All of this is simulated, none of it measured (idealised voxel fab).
process module | voxel released beams
cross-section cut | 215 nm wide | cells 5 nm
A cross-section is a grid of square cells, given in bands from the top down. A band is one or more rows of cells.
Each band's line starts with the height of the band's top and of its bottom, in nm. Then come its materials from left to right, each with its width in nm. One material with "throughout" fills the band from edge to edge. "air" is empty space.
Height 0 is the level under which the wafer as received is all one material. The lowest band goes on downwards, as in "0 down".
A width such as "30 to 40" changes by the same amount from each row of cells to the next, from the band's top row to its bottom row.
"no change" after a step means that no cell of the cross-section changed.
closed voids: empty space of 8 cells or more with no open way to the top, each as width x height at its distance from the left edge, in nm
after a step's settings: what the simulator itself notes on the step
overlay nm, on a step with a mask: how far to the right of its planned place the mask lay; to the left if negative
plan
1 op RECEIVE | material Si
2 op CONFORMAL_DEP | material SiN | thk nm 10
3 op DIRECTIONAL_DEP | material SiO2 | thk nm 10
4 op DIRECTIONAL_DEP | material aC | thk nm 10
5 op PATTERN | tone open | mask id ANCHOR | material resist | width nm 35 | thk nm 25 | overlay nm -15
6 op DIRECTIONAL_ETCH | etch materials aC | depth nm 10
7 op STRIP | etch materials resist
8 op DIRECTIONAL_ETCH | etch materials SiO2 | depth nm 10
9 op STRIP | etch materials aC
10 op CONFORMAL_DEP | material polySi | thk nm 15
11 op DIRECTIONAL_DEP | material aC | thk nm 10
12 op PATTERN | tone cover | mask id BEAM | material resist | width nm 105 | thk nm 30 | overlay nm 0
13 op DIRECTIONAL_ETCH | etch materials aC | depth nm 10
14 op STRIP | etch materials resist
15 op DIRECTIONAL_ETCH | etch materials polySi | depth nm 15
16 op STRIP | etch materials aC
17 op STRIP | etch materials SiO2
varied across the wafers: overlay nm of step 5. The plan shows the first wafer's value. All wafers start alike
first wafer as received, after step 1
  0 down: Si throughout
  closed voids: none
each wafer at the end: cells of each material gained (+) or lost (-) since it was received, then its closed voids
overlay nm -15 | +86 SiN | +75 polySi | closed voids: none
overlay nm -10 | +86 SiN | +75 polySi | closed voids: none
overlay nm -5 | +86 SiN | +75 polySi | closed voids: none
overlay nm 0 | +86 SiN | +75 polySi | closed voids: none
overlay nm 5 | +86 SiN | +75 polySi | closed voids: none
overlay nm 10 | +86 SiN | +75 polySi | closed voids: none
overlay nm 15 | +86 SiN | +75 polySi | closed voids: none
